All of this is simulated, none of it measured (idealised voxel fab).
process module | voxel wiring stack
cross-section cut | 300 nm wide | cells 5 nm
A cross-section is a grid of square cells, given in bands from the top down. A band is one or more rows of cells.
Each band's line starts with the height of the band's top and of its bottom, in nm. Then come its materials from left to right, each with its width in nm. One material with "throughout" fills the band from edge to edge. "air" is empty space.
Height 0 is the level under which the wafer as received is all one material. The lowest band goes on downwards, as in "0 down".
A width such as "30 to 40" changes by the same amount from each row of cells to the next, from the band's top row to its bottom row.
"no change" after a step means that no cell of the cross-section changed.
closed voids: empty space of 8 cells or more with no open way to the top, each as width x height at its distance from the left edge, in nm
after a step's settings: what the simulator itself notes on the step
overlay nm, on a step with a mask: how far to the right of its planned place the mask lay; to the left if negative
Each pair below shows a cross-section before one step and the cross-section after it, down to the lowest band that changed. The line under each pair gives the step between them, with its settings. The pairs can come from different runs of this module on the same starting wafer, so a pair continues from the pair above only where its "before" says so.
before
  0 down: Si throughout
  closed voids: none
after
  15 to 0: SiO2 throughout
  below 0: unchanged
  closed voids: none
the step between: op CONFORMAL_DEP | material SiO2 | thk nm 15
before: the cross-section after the pair above
after
  20 to 15: TiN throughout
  below 15: unchanged
  closed voids: none
the step between: op DIRECTIONAL_DEP | material TiN | thk nm 5
before: the cross-section after the pair above
after
  45 to 20: W throughout
  below 20: unchanged
  closed voids: none
the step between: op DIRECTIONAL_DEP | material W | thk nm 25
before: the cross-section after the pair above
after
  60 to 45: aC throughout
  below 45: unchanged
  closed voids: none
the step between: op DIRECTIONAL_DEP | material aC | thk nm 15
before: the cross-section after the pair above
after
  90 to 60: air 120 | resist 20 | air 15 | resist 20 | air 125
  below 60: unchanged
  closed voids: none
the step between: op PATTERN | tone cover | mask id METAL_1 | material resist | width nm 20 | pitch nm 35 | thk nm 30 | overlay nm 0
before: the cross-section after the pair above
after
  75 to 60: air 120 | resist 20 | air 15 | resist 20 | air 125
  60 to 45: air 120 | aC 20 | air 15 | aC 20 | air 125
  below 45: unchanged
  closed voids: none
the step between: op DIRECTIONAL_ETCH | etch materials aC | depth nm 15
before: the cross-section after the pair above
after
  60 to 45: air 120 | aC 20 | air 15 | aC 20 | air 125
  below 45: unchanged
  closed voids: none
the step between: op STRIP | etch materials resist
before: the cross-section after the pair above
after
  60 to 45: air 120 | aC 20 | air 15 | aC 20 | air 125
  45 to 20: air 120 | W 20 | air 15 | W 20 | air 125
  below 20: unchanged
  closed voids: none
the step between: op DIRECTIONAL_ETCH | etch materials W | depth nm 25
before: the cross-section after the pair above
after
  60 to 45: air 120 | aC 20 | air 15 | aC 20 | air 125
  45 to 20: air 120 | W 20 | air 15 | W 20 | air 125
  20 to 15: air 120 | TiN 20 | air 15 | TiN 20 | air 125
  below 15: unchanged
  closed voids: none
the step between: op DIRECTIONAL_ETCH | etch materials TiN | depth nm 5
before: the cross-section after the pair above
after
  45 to 20: air 120 | W 20 | air 15 | W 20 | air 125
  below 20: unchanged
  closed voids: none
the step between: op STRIP | etch materials aC
before: the cross-section after the pair above
after
  55 to 45: SiO2 throughout
  45 to 20: SiO2 120 | W 20 | SiO2 15 | W 20 | SiO2 125
  20 to 15: SiO2 120 | TiN 20 | SiO2 15 | TiN 20 | SiO2 125
  below 15: unchanged
  closed voids: none
the step between: op FILL_DEP | material SiO2 | thk nm 10
before: the cross-section after the pair above
after
  45 to 20: SiO2 120 | W 20 | SiO2 15 | W 20 | SiO2 125
  below 20: unchanged
  closed voids: none
the step between: op CMP | height nm 45
before: the cross-section after the pair above
after
  50 to 45: SiCN throughout
  below 45: unchanged
  closed voids: none
the step between: op CONFORMAL_DEP | material SiCN | thk nm 5
before: the cross-section after the pair above
after
  70 to 50: lowk throughout
  below 50: unchanged
  closed voids: none
the step between: op DIRECTIONAL_DEP | material lowk | thk nm 20
before: the cross-section after the pair above
after
  90 to 70: resist 120 | air 15 | resist 165
  below 70: unchanged
  closed voids: none
the step between: op PATTERN | tone open | mask id PLUG_1 | material resist | width nm 15 | thk nm 20 | overlay nm 0
before: the cross-section after the pair above
after
  90 to 70: resist 120 | air 15 | resist 165
  70 to 50: lowk 120 | air 15 | lowk 165
  below 50: unchanged
  closed voids: none
the step between: op DIRECTIONAL_ETCH | etch materials lowk | depth nm 20
before: the cross-section after the pair above
after
  90 to 70: resist 120 | air 15 | resist 165
  70 to 50: lowk 120 | air 15 | lowk 165
  50 to 45: SiCN 120 | air 15 | SiCN 165
  below 45: unchanged
  closed voids: none
the step between: op DIRECTIONAL_ETCH | etch materials SiCN | depth nm 5
before: the cross-section after the pair above
after
  70 to 50: lowk 120 | air 15 | lowk 165
  below 50: unchanged
  closed voids: none
the step between: op STRIP | etch materials resist
before: the cross-section after the pair above
after
  70 to 55: lowk 120 | air 15 | lowk 165
  55 to 50: lowk 120 | Ru 15 | lowk 165
  50 to 45: SiCN 120 | Ru 15 | SiCN 165
  below 45: unchanged
  closed voids: none
the step between: op EPI | material Ru | thk nm 10
before: the cross-section after the pair above
after
  70 to 65: lowk 120 | air 15 | lowk 165
  65 to 50: lowk 120 | Ru 15 | lowk 165
  below 50: unchanged
  closed voids: none
the step between: op EPI | material Ru | thk nm 10
before: the cross-section after the pair above
after
  70 to 50: lowk 120 | Ru 15 | lowk 165
  below 50: unchanged
  closed voids: none
the step between: op EPI | material Ru | thk nm 5
before: the cross-section after the pair above
after
  75 to 70: TiN throughout
  below 70: unchanged
  closed voids: none
the step between: op DIRECTIONAL_DEP | material TiN | thk nm 5
before: the cross-section after the pair above
after
  100 to 75: W throughout
  below 75: unchanged
  closed voids: none
the step between: op DIRECTIONAL_DEP | material W | thk nm 25
before: the cross-section after the pair above
after
  115 to 100: aC throughout
  below 100: unchanged
  closed voids: none
the step between: op DIRECTIONAL_DEP | material aC | thk nm 15
before: the cross-section after the pair above
after
  150 to 115: air 120 | resist 20 | air 15 | resist 20 | air 125
  below 115: unchanged
  closed voids: none
the step between: op PATTERN | tone cover | mask id METAL_2 | material resist | width nm 20 | pitch nm 35 | thk nm 35 | overlay nm 0
before: the cross-section after the pair above
after
  135 to 115: air 120 | resist 20 | air 15 | resist 20 | air 125
  115 to 100: air 120 | aC 20 | air 15 | aC 20 | air 125
  below 100: unchanged
  closed voids: none
the step between: op DIRECTIONAL_ETCH | etch materials aC | depth nm 15
before: the cross-section after the pair above
after
  115 to 100: air 120 | aC 20 | air 15 | aC 20 | air 125
  below 100: unchanged
  closed voids: none
the step between: op STRIP | etch materials resist
before: the cross-section after the pair above
after
  115 to 100: air 120 | aC 20 | air 15 | aC 20 | air 125
  100 to 75: air 120 | W 20 | air 15 | W 20 | air 125
  below 75: unchanged
  closed voids: none
the step between: op DIRECTIONAL_ETCH | etch materials W | depth nm 25
before: the cross-section after the pair above
after
  115 to 100: air 120 | aC 20 | air 15 | aC 20 | air 125
  100 to 75: air 120 | W 20 | air 15 | W 20 | air 125
  75 to 70: air 120 | TiN 20 | air 15 | TiN 20 | air 125
  below 70: unchanged
  closed voids: none
the step between: op DIRECTIONAL_ETCH | etch materials TiN | depth nm 5
before: the cross-section after the pair above
after
  100 to 75: air 120 | W 20 | air 15 | W 20 | air 125
  below 75: unchanged
  closed voids: none
the step between: op STRIP | etch materials aC
before: the cross-section after the pair above
after
  105 to 100: air 115 | SiN 30 | air 5 | SiN 30 | air 120
  100 to 75: air 115 | SiN 5 | W 20 | SiN 5 | air 5 | SiN 5 | W 20 | SiN 5 | air 120
  75 to 70: SiN 120 | TiN 20 | SiN 15 | TiN 20 | SiN 125
  below 70: unchanged
  closed voids: none
the step between: op CONFORMAL_DEP | material SiN | thk nm 5
before: the cross-section after the pair above
after
  110 to 105: SiO2 throughout
  105 to 100: SiO2 115 | SiN 30 | SiO2 5 | SiN 30 | SiO2 120
  100 to 75: SiO2 115 | SiN 5 | W 20 | SiN 5 | SiO2 5 | SiN 5 | W 20 | SiN 5 | SiO2 120
  below 75: unchanged
  closed voids: none
the step between: op FILL_DEP | material SiO2 | thk nm 5
before: the cross-section after the pair above
after
  100 to 75: SiO2 115 | SiN 5 | W 20 | SiN 5 | SiO2 5 | SiN 5 | W 20 | SiN 5 | SiO2 120
  below 75: unchanged
  closed voids: none
the step between: op CMP | height nm 100
before: the cross-section after the pair above
after
  105 to 100: SiCN throughout
  below 100: unchanged
  closed voids: none
the step between: op CONFORMAL_DEP | material SiCN | thk nm 5
before: the cross-section after the pair above
after
  125 to 105: SiO2 throughout
  below 105: unchanged
  closed voids: none
the step between: op DIRECTIONAL_DEP | material SiO2 | thk nm 20
before: the cross-section after the pair above
after
  145 to 125: resist 120 | air 15 | resist 165
  below 125: unchanged
  closed voids: none
the step between: op PATTERN | tone open | mask id PLUG_2 | material resist | width nm 15 | thk nm 20 | overlay nm 0
before: the cross-section after the pair above
after
  145 to 125: resist 120 | air 15 | resist 165
  125 to 105: SiO2 120 | air 15 | SiO2 165
  below 105: unchanged
  closed voids: none
the step between: op DIRECTIONAL_ETCH | etch materials SiO2 | depth nm 20
before: the cross-section after the pair above
after
  145 to 125: resist 120 | air 15 | resist 165
  125 to 105: SiO2 120 | air 15 | SiO2 165
  105 to 100: SiCN 120 | air 15 | SiCN 165
  below 100: unchanged
  closed voids: none
the step between: op DIRECTIONAL_ETCH | etch materials SiCN | depth nm 5
before: the cross-section after the pair above
after
  125 to 105: SiO2 120 | air 15 | SiO2 165
  below 105: unchanged
  closed voids: none
the step between: op STRIP | etch materials resist
before: the cross-section after the pair above
after
  125 to 110: SiO2 120 | air 15 | SiO2 165
  110 to 105: SiO2 120 | Ru 15 | SiO2 165
  105 to 100: SiCN 120 | Ru 15 | SiCN 165
  below 100: unchanged
  closed voids: none
the step between: op EPI | material Ru | thk nm 10
before: the cross-section after the pair above
after
  125 to 120: SiO2 120 | air 15 | SiO2 165
  120 to 105: SiO2 120 | Ru 15 | SiO2 165
  below 105: unchanged
  closed voids: none
the step between: op EPI | material Ru | thk nm 10
before: the cross-section after the pair above
after
  125 to 105: SiO2 120 | Ru 15 | SiO2 165
  below 105: unchanged
  closed voids: none
the step between: op EPI | material Ru | thk nm 5
before: the cross-section after the pair above
after
  130 to 125: TiN throughout
  below 125: unchanged
  closed voids: none
the step between: op DIRECTIONAL_DEP | material TiN | thk nm 5
before: the cross-section after the pair above
after
  145 to 130: Ru throughout
  below 130: unchanged
  closed voids: none
the step between: op DIRECTIONAL_DEP | material Ru | thk nm 15
before: the cross-section after the pair above
after
  145 to 130: air 120 | Ru 20 | air 15 | Ru 20 | air 125
  below 130: unchanged
  closed voids: none
the step between: op MASKED_ETCH | tone cover | mask id METAL_3 | width nm 20 | pitch nm 35 | etch materials Ru | depth nm 15 | overlay nm 0
before: the cross-section after the pair above
after
  145 to 130: air 120 | Ru 20 | air 15 | Ru 20 | air 125
  130 to 125: air 120 | TiN 20 | air 15 | TiN 20 | air 125
  below 125: unchanged
  closed voids: none
the step between: op MASKED_ETCH | tone cover | mask id METAL_3 | width nm 20 | pitch nm 35 | etch materials TiN | depth nm 5 | overlay nm 0
before: the cross-section after the pair above
after
  150 to 145: air 115 | SiCN 30 | air 5 | SiCN 30 | air 120
  145 to 130: air 115 | SiCN 5 | Ru 20 | SiCN 5 | air 5 | SiCN 5 | Ru 20 | SiCN 5 | air 120
  130 to 125: SiCN 120 | TiN 20 | SiCN 15 | TiN 20 | SiCN 125
  below 125: unchanged
  closed voids: none
the step between: op CONFORMAL_DEP | material SiCN | thk nm 5
before: the cross-section after the pair above
after
  155 to 150: SiO2 throughout
  150 to 145: SiO2 115 | SiCN 30 | SiO2 5 | SiCN 30 | SiO2 120
  145 to 130: SiO2 115 | SiCN 5 | Ru 20 | SiCN 5 | SiO2 5 | SiCN 5 | Ru 20 | SiCN 5 | SiO2 120
  below 130: unchanged
  closed voids: none
the step between: op FILL_DEP | material SiO2 | thk nm 5
before: the cross-section after the pair above
after
  145 to 130: SiO2 115 | SiCN 5 | Ru 20 | SiCN 5 | SiO2 5 | SiCN 5 | Ru 20 | SiCN 5 | SiO2 120
  below 130: unchanged
  closed voids: none
the step between: op CMP | height nm 145
before: the cross-section after the pair above
after
  150 to 145: SiCN throughout
  below 145: unchanged
  closed voids: none
the step between: op CONFORMAL_DEP | material SiCN | thk nm 5
before
  125 to 105: SiO2 120 | Ru 15 | SiO2 165
  105 to 100: SiCN 120 | Ru 15 | SiCN 165
  100 to 75: SiO2 115 | SiN 5 | W 20 | SiN 5 | SiO2 5 | SiN 5 | W 20 | SiN 5 | SiO2 120
  75 to 70: SiN 120 | TiN 20 | SiN 15 | TiN 20 | SiN 125
  70 to 50: lowk 120 | Ru 15 | lowk 165
  50 to 45: SiCN 120 | Ru 15 | SiCN 165
  45 to 20: SiO2 120 | W 20 | SiO2 15 | W 20 | SiO2 125
  20 to 15: SiO2 120 | TiN 20 | SiO2 15 | TiN 20 | SiO2 125
  15 to 0: SiO2 throughout
  0 down: Si throughout
  closed voids: none
after
  140 to 125: Ru throughout
  below 125: unchanged
  closed voids: none
the step between: op DIRECTIONAL_DEP | material Ru | thk nm 15
before: the cross-section after the pair above
after
  140 to 125: air 120 | Ru 20 | air 15 | Ru 20 | air 125
  below 125: unchanged
  closed voids: none
the step between: op MASKED_ETCH | tone cover | mask id METAL_3 | width nm 20 | pitch nm 35 | etch materials Ru | depth nm 15 | overlay nm 0
before: the cross-section after the pair above
after
  145 to 140: air 115 | SiCN 30 | air 5 | SiCN 30 | air 120
  140 to 130: air 115 | SiCN 5 | Ru 20 | SiCN 5 | air 5 | SiCN 5 | Ru 20 | SiCN 5 | air 120
  130 to 125: SiCN 120 | Ru 20 | SiCN 15 | Ru 20 | SiCN 125
  below 125: unchanged
  closed voids: none
the step between: op CONFORMAL_DEP | material SiCN | thk nm 5
before: the cross-section after the pair above
after
  150 to 145: SiO2 throughout
  145 to 140: SiO2 115 | SiCN 30 | SiO2 5 | SiCN 30 | SiO2 120
  140 to 130: SiO2 115 | SiCN 5 | Ru 20 | SiCN 5 | SiO2 5 | SiCN 5 | Ru 20 | SiCN 5 | SiO2 120
  below 130: unchanged
  closed voids: none
the step between: op FILL_DEP | material SiO2 | thk nm 5
before: the cross-section after the pair above
after
  145 to 140: SiO2 115 | SiCN 30 | SiO2 5 | SiCN 30 | SiO2 120
  below 140: unchanged
  closed voids: none
the step between: op CMP | height nm 145
before: the cross-section after the pair above
after
  150 to 145: SiCN throughout
  below 145: unchanged
  closed voids: none
the step between: op CONFORMAL_DEP | material SiCN | thk nm 5
before
  125 to 105: SiO2 throughout
  105 to 100: SiCN throughout
  100 to 75: SiO2 115 | SiN 5 | W 20 | SiN 5 | SiO2 5 | SiN 5 | W 20 | SiN 5 | SiO2 120
  75 to 70: SiN 120 | TiN 20 | SiN 15 | TiN 20 | SiN 125
  70 to 50: lowk 120 | Ru 15 | lowk 165
  50 to 45: SiCN 120 | Ru 15 | SiCN 165
  45 to 20: SiO2 120 | W 20 | SiO2 15 | W 20 | SiO2 125
  20 to 15: SiO2 120 | TiN 20 | SiO2 15 | TiN 20 | SiO2 125
  15 to 0: SiO2 throughout
  0 down: Si throughout
  closed voids: none
after
  145 to 105: SiO2 throughout
  below 105: unchanged
  closed voids: none
the step between: op DIRECTIONAL_DEP | material SiO2 | thk nm 20
before: the cross-section after the pair above
after
  165 to 145: resist 120 | air 15 | resist 165
  below 145: unchanged
  closed voids: none
the step between: op PATTERN | tone open | mask id PLUG_2 | material resist | width nm 15 | thk nm 20 | overlay nm 0
before: the cross-section after the pair above
after
  165 to 145: resist 120 | air 15 | resist 165
  145 to 125: SiO2 120 | air 15 | SiO2 165
  below 125: unchanged
  closed voids: none
the step between: op DIRECTIONAL_ETCH | etch materials SiO2 | depth nm 20
before: the cross-section after the pair above
after
  145 to 125: SiO2 120 | air 15 | SiO2 165
  below 125: unchanged
  closed voids: none
the step between: op STRIP | etch materials resist
before: the cross-section after the pair above
after
  150 to 145: TiN 120 | air 15 | TiN 165
  145 to 130: SiO2 120 | air 15 | SiO2 165
  130 to 125: SiO2 120 | TiN 15 | SiO2 165
  below 125: unchanged
  closed voids: none
the step between: op DIRECTIONAL_DEP | material TiN | thk nm 5
before: the cross-section after the pair above
after
  165 to 150: Ru 120 | air 15 | Ru 165
  150 to 145: TiN 120 | air 15 | TiN 165
  145 to 130: SiO2 120 | Ru 15 | SiO2 165
  below 130: unchanged
  closed voids: none
the step between: op DIRECTIONAL_DEP | material Ru | thk nm 15
before: the cross-section after the pair above
after
  165 to 150: air 135 | Ru 5 | air 15 | Ru 20 | air 125
  below 150: unchanged
  closed voids: none
the step between: op MASKED_ETCH | tone cover | mask id METAL_3 | width nm 20 | pitch nm 35 | etch materials Ru | depth nm 15 | overlay nm 0
before: the cross-section after the pair above
after
  165 to 150: air 135 | Ru 5 | air 15 | Ru 20 | air 125
  150 to 145: air 135 | TiN 5 | air 15 | TiN 20 | air 125
  below 145: unchanged
  closed voids: none
the step between: op MASKED_ETCH | tone cover | mask id METAL_3 | width nm 20 | pitch nm 35 | etch materials TiN | depth nm 5 | overlay nm 0
before: the cross-section after the pair above
after
  170 to 165: air 130 | SiCN 15 | air 5 | SiCN 30 | air 120
  165 to 150: air 130 | SiCN 5 | Ru 5 | SiCN 5 | air 5 | SiCN 5 | Ru 20 | SiCN 5 | air 120
  150 to 145: SiCN 135 | TiN 5 | SiCN 15 | TiN 20 | SiCN 125
  below 145: unchanged
  closed voids: none
the step between: op CONFORMAL_DEP | material SiCN | thk nm 5
before: the cross-section after the pair above
after
  175 to 170: SiO2 throughout
  170 to 165: SiO2 130 | SiCN 15 | SiO2 5 | SiCN 30 | SiO2 120
  165 to 150: SiO2 130 | SiCN 5 | Ru 5 | SiCN 5 | SiO2 5 | SiCN 5 | Ru 20 | SiCN 5 | SiO2 120
  below 150: unchanged
  closed voids: none
the step between: op FILL_DEP | material SiO2 | thk nm 5
before: the cross-section after the pair above
after
  145 to 130: SiO2 120 | Ru 15 | SiO2 165
  below 130: unchanged
  closed voids: none
the step between: op CMP | height nm 145
before: the cross-section after the pair above
after
  150 to 145: SiCN throughout
  below 145: unchanged
  closed voids: none
the step between: op CONFORMAL_DEP | material SiCN | thk nm 5
before
  125 to 120: SiO2 120 | air 15 | SiO2 165
  120 to 105: SiO2 120 | Ru 15 | SiO2 165
  105 to 100: SiCN 120 | Ru 15 | SiCN 165
  100 to 75: SiO2 115 | SiN 5 | W 20 | SiN 5 | SiO2 5 | SiN 5 | W 20 | SiN 5 | SiO2 120
  75 to 70: SiN 120 | TiN 20 | SiN 15 | TiN 20 | SiN 125
  70 to 50: lowk 120 | Ru 15 | lowk 165
  50 to 45: SiCN 120 | Ru 15 | SiCN 165
  45 to 20: SiO2 120 | W 20 | SiO2 15 | W 20 | SiO2 125
  20 to 15: SiO2 120 | TiN 20 | SiO2 15 | TiN 20 | SiO2 125
  15 to 0: SiO2 throughout
  0 down: Si throughout
  closed voids: none
after
  130 to 125: TiN 120 | air 15 | TiN 165
  125 to 120: SiO2 120 | TiN 15 | SiO2 165
  below 120: unchanged
  closed voids: none
the step between: op DIRECTIONAL_DEP | material TiN | thk nm 5
before: the cross-section after the pair above
after
  135 to 130: Ru 125 | air 5 | Ru 170
  130 to 125: TiN 120 | Ru 15 | TiN 165
  below 125: unchanged
  closed voids: none
the step between: op EPI | material Ru | thk nm 5
before: the cross-section after the pair above
after
  150 to 145: Ru 125 | air 5 | Ru 170
  145 to 130: Ru throughout
  below 130: unchanged
  closed voids: none
the step between: op DIRECTIONAL_DEP | material Ru | thk nm 15
before: the cross-section after the pair above
after
  150 to 145: air 120 | Ru 5 | air 5 | Ru 10 | air 15 | Ru 20 | air 125
  145 to 135: air 120 | Ru 20 | air 15 | Ru 20 | air 125
  below 135: unchanged
  closed voids: none
the step between: op MASKED_ETCH | tone cover | mask id METAL_3 | width nm 20 | pitch nm 35 | etch materials Ru | depth nm 15 | overlay nm 0
before: the cross-section after the pair above
after
  155 to 150: air 115 | SiCN 30 | air 5 | SiCN 30 | air 120
  150 to 145: air 115 | SiCN 5 | Ru 5 | SiCN 5 | Ru 10 | SiCN 5 | air 5 | SiCN 5 | Ru 20 | SiCN 5 | air 120
  145 to 140: air 115 | SiCN 5 | Ru 20 | SiCN 5 | air 5 | SiCN 5 | Ru 20 | SiCN 5 | air 120
  140 to 135: SiCN 120 | Ru 20 | SiCN 15 | Ru 20 | SiCN 125
  below 135: unchanged
  closed voids: none
the step between: op CONFORMAL_DEP | material SiCN | thk nm 5
before: the cross-section after the pair above
after
  160 to 155: SiO2 throughout
  155 to 150: SiO2 115 | SiCN 30 | SiO2 5 | SiCN 30 | SiO2 120
  150 to 145: SiO2 115 | SiCN 5 | Ru 5 | SiCN 5 | Ru 10 | SiCN 5 | SiO2 5 | SiCN 5 | Ru 20 | SiCN 5 | SiO2 120
  145 to 140: SiO2 115 | SiCN 5 | Ru 20 | SiCN 5 | SiO2 5 | SiCN 5 | Ru 20 | SiCN 5 | SiO2 120
  below 140: unchanged
  closed voids: none
the step between: op FILL_DEP | material SiO2 | thk nm 5
before: the cross-section after the pair above
after
  145 to 140: SiO2 115 | SiCN 5 | Ru 20 | SiCN 5 | SiO2 5 | SiCN 5 | Ru 20 | SiCN 5 | SiO2 120
  below 140: unchanged
  closed voids: none
the step between: op CMP | height nm 145
before: the cross-section after the pair above
after
  150 to 145: SiCN throughout
  below 145: unchanged
  closed voids: none
the step between: op CONFORMAL_DEP | material SiCN | thk nm 5
before
  105 to 100: SiCN throughout
  100 to 75: SiO2 115 | SiN 5 | W 20 | SiN 5 | SiO2 5 | SiN 5 | W 20 | SiN 5 | SiO2 120
  75 to 70: SiN 120 | TiN 20 | SiN 15 | TiN 20 | SiN 125
  70 to 50: lowk 120 | Ru 15 | lowk 165
  50 to 45: SiCN 120 | Ru 15 | SiCN 165
  45 to 20: SiO2 120 | W 20 | SiO2 15 | W 20 | SiO2 125
  20 to 15: SiO2 120 | TiN 20 | SiO2 15 | TiN 20 | SiO2 125
  15 to 0: SiO2 throughout
  0 down: Si throughout
  closed voids: none
after
  120 to 105: SiO2 throughout
  below 105: unchanged
  closed voids: none
the step between: op DIRECTIONAL_DEP | material SiO2 | thk nm 15
before: the cross-section after the pair above
after
  140 to 120: resist 120 | air 15 | resist 165
  below 120: unchanged
  closed voids: none
the step between: op PATTERN | tone open | mask id PLUG_2 | material resist | width nm 15 | thk nm 20 | overlay nm 0
before: the cross-section after the pair above
after
  140 to 120: resist 120 | air 15 | resist 165
  120 to 105: SiO2 120 | air 15 | SiO2 165
  below 105: unchanged
  closed voids: none
the step between: op DIRECTIONAL_ETCH | etch materials SiO2 | depth nm 20
before: the cross-section after the pair above
after
  140 to 120: resist 120 | air 15 | resist 165
  120 to 105: SiO2 120 | air 15 | SiO2 165
  105 to 100: SiCN 120 | air 15 | SiCN 165
  below 100: unchanged
  closed voids: none
the step between: op DIRECTIONAL_ETCH | etch materials SiCN | depth nm 5
before: the cross-section after the pair above
after
  120 to 105: SiO2 120 | air 15 | SiO2 165
  below 105: unchanged
  closed voids: none
the step between: op STRIP | etch materials resist
before: the cross-section after the pair above
after
  120 to 110: SiO2 120 | air 15 | SiO2 165
  110 to 105: SiO2 120 | Ru 15 | SiO2 165
  105 to 100: SiCN 120 | Ru 15 | SiCN 165
  below 100: unchanged
  closed voids: none
the step between: op EPI | material Ru | thk nm 10
before: the cross-section after the pair above
after
  120 to 105: SiO2 120 | Ru 15 | SiO2 165
  below 105: unchanged
  closed voids: none
the step between: op EPI | material Ru | thk nm 10
before: the cross-section after the pair above
after
  125 to 120: air 115 | Ru 25 | air 160
  below 120: unchanged
  closed voids: none
the step between: op EPI | material Ru | thk nm 5
before: the cross-section after the pair above
after
  130 to 125: air 115 | TiN 25 | air 160
  125 to 120: TiN 115 | Ru 25 | TiN 160
  below 120: unchanged
  closed voids: none
the step between: op DIRECTIONAL_DEP | material TiN | thk nm 5
before: the cross-section after the pair above
after
  145 to 140: air 115 | Ru 25 | air 160
  140 to 130: Ru throughout
  130 to 125: Ru 115 | TiN 25 | Ru 160
  below 125: unchanged
  closed voids: none
the step between: op DIRECTIONAL_DEP | material Ru | thk nm 15
before: the cross-section after the pair above
after
  145 to 140: air 120 | Ru 20 | air 160
  140 to 130: air 120 | Ru 20 | air 15 | Ru 20 | air 125
  130 to 125: air 115 | TiN 25 | air 15 | Ru 20 | air 125
  below 125: unchanged
  closed voids: none
the step between: op MASKED_ETCH | tone cover | mask id METAL_3 | width nm 20 | pitch nm 35 | etch materials Ru | depth nm 15 | overlay nm 0
before: the cross-section after the pair above
after
  145 to 140: air 120 | Ru 20 | air 160
  140 to 130: air 120 | Ru 20 | air 15 | Ru 20 | air 125
  130 to 125: air 120 | TiN 20 | air 15 | Ru 20 | air 125
  125 to 120: air 115 | Ru 25 | air 15 | TiN 20 | air 125
  below 120: unchanged
  closed voids: none
the step between: op MASKED_ETCH | tone cover | mask id METAL_3 | width nm 20 | pitch nm 35 | etch materials TiN | depth nm 5 | overlay nm 0
before: the cross-section after the pair above
after
  150 to 145: air 115 | SiCN 30 | air 155
  145 to 140: air 115 | SiCN 5 | Ru 20 | SiCN 5 | air 5 | SiCN 30 | air 120
  140 to 130: air 115 | SiCN 5 | Ru 20 | SiCN 5 | air 5 | SiCN 5 | Ru 20 | SiCN 5 | air 120
  130 to 125: air 110 | SiCN 10 | TiN 20 | SiCN 5 | air 5 | SiCN 5 | Ru 20 | SiCN 5 | air 120
  125 to 120: SiCN 115 | Ru 25 | SiCN 15 | TiN 20 | SiCN 125
  below 120: unchanged
  closed voids: none
the step between: op CONFORMAL_DEP | material SiCN | thk nm 5
before: the cross-section after the pair above
after
  155 to 150: SiO2 throughout
  150 to 145: SiO2 115 | SiCN 30 | SiO2 155
  145 to 140: SiO2 115 | SiCN 5 | Ru 20 | SiCN 5 | SiO2 5 | SiCN 30 | SiO2 120
  140 to 130: SiO2 115 | SiCN 5 | Ru 20 | SiCN 5 | SiO2 5 | SiCN 5 | Ru 20 | SiCN 5 | SiO2 120
  130 to 125: SiO2 110 | SiCN 10 | TiN 20 | SiCN 5 | SiO2 5 | SiCN 5 | Ru 20 | SiCN 5 | SiO2 120
  below 125: unchanged
  closed voids: none
the step between: op FILL_DEP | material SiO2 | thk nm 5
before: the cross-section after the pair above
after
  145 to 140: SiO2 115 | SiCN 5 | Ru 20 | SiCN 5 | SiO2 5 | SiCN 30 | SiO2 120
  below 140: unchanged
  closed voids: none
the step between: op CMP | height nm 145
before: the cross-section after the pair above
after
  150 to 145: SiCN throughout
  below 145: unchanged
  closed voids: none
the step between: op CONFORMAL_DEP | material SiCN | thk nm 5
before
  125 to 105: SiO2 throughout
  105 to 100: SiCN throughout
  100 to 75: SiO2 115 | SiN 5 | W 20 | SiN 5 | SiO2 5 | SiN 5 | W 20 | SiN 5 | SiO2 120
  75 to 70: SiN 120 | TiN 20 | SiN 15 | TiN 20 | SiN 125
  70 to 50: lowk 120 | Ru 15 | lowk 165
  50 to 45: SiCN 120 | Ru 15 | SiCN 165
  45 to 20: SiO2 120 | W 20 | SiO2 15 | W 20 | SiO2 125
  20 to 15: SiO2 120 | TiN 20 | SiO2 15 | TiN 20 | SiO2 125
  15 to 0: SiO2 throughout
  0 down: Si throughout
  closed voids: none
after
  145 to 125: resist 115 | air 25 | resist 160
  below 125: unchanged
  closed voids: none
the step between: op PATTERN | tone open | mask id PLUG_2 | material resist | width nm 25 | thk nm 20 | overlay nm 0
before: the cross-section after the pair above
after
  145 to 125: resist 115 | air 25 | resist 160
  125 to 105: SiO2 115 | air 25 | SiO2 160
  below 105: unchanged
  closed voids: none
the step between: op DIRECTIONAL_ETCH | etch materials SiO2 | depth nm 20
before: the cross-section after the pair above
after
  145 to 125: resist 115 | air 25 | resist 160
  125 to 105: SiO2 115 | air 25 | SiO2 160
  105 to 100: SiCN 115 | air 25 | SiCN 160
  below 100: unchanged
  closed voids: none
the step between: op DIRECTIONAL_ETCH | etch materials SiCN | depth nm 5
before: the cross-section after the pair above
after
  125 to 105: SiO2 115 | air 25 | SiO2 160
  below 105: unchanged
  closed voids: none
the step between: op STRIP | etch materials resist
before: the cross-section after the pair above
after
  125 to 110: SiO2 115 | air 25 | SiO2 160
  110 to 105: SiO2 115 | Ru 25 | SiO2 160
  105 to 100: SiCN 115 | Ru 25 | SiCN 160
  below 100: unchanged
  closed voids: none
the step between: op EPI | material Ru | thk nm 10
before: the cross-section after the pair above
after
  125 to 120: SiO2 115 | air 25 | SiO2 160
  120 to 105: SiO2 115 | Ru 25 | SiO2 160
  below 105: unchanged
  closed voids: none
the step between: op EPI | material Ru | thk nm 10
before: the cross-section after the pair above
after
  125 to 105: SiO2 115 | Ru 25 | SiO2 160
  below 105: unchanged
  closed voids: none
the step between: op EPI | material Ru | thk nm 5
before: the cross-section after the pair above
after
  130 to 125: TiN throughout
  below 125: unchanged
  closed voids: none
the step between: op DIRECTIONAL_DEP | material TiN | thk nm 5
before: the cross-section after the pair above
after
  145 to 130: Ru throughout
  below 130: unchanged
  closed voids: none
the step between: op DIRECTIONAL_DEP | material Ru | thk nm 15
before: the cross-section after the pair above
after
  145 to 130: air 120 | Ru 20 | air 15 | Ru 20 | air 125
  below 130: unchanged
  closed voids: none
the step between: op MASKED_ETCH | tone cover | mask id METAL_3 | width nm 20 | pitch nm 35 | etch materials Ru | depth nm 15 | overlay nm 0
before: the cross-section after the pair above
after
  145 to 130: air 120 | Ru 20 | air 15 | Ru 20 | air 125
  130 to 125: air 120 | TiN 20 | air 15 | TiN 20 | air 125
  below 125: unchanged
  closed voids: none
the step between: op MASKED_ETCH | tone cover | mask id METAL_3 | width nm 20 | pitch nm 35 | etch materials TiN | depth nm 5 | overlay nm 0
before: the cross-section after the pair above
after
  150 to 145: air 115 | SiCN 30 | air 5 | SiCN 30 | air 120
  145 to 130: air 115 | SiCN 5 | Ru 20 | SiCN 5 | air 5 | SiCN 5 | Ru 20 | SiCN 5 | air 120
  130 to 125: SiCN 120 | TiN 20 | SiCN 15 | TiN 20 | SiCN 125
  below 125: unchanged
  closed voids: none
the step between: op CONFORMAL_DEP | material SiCN | thk nm 5
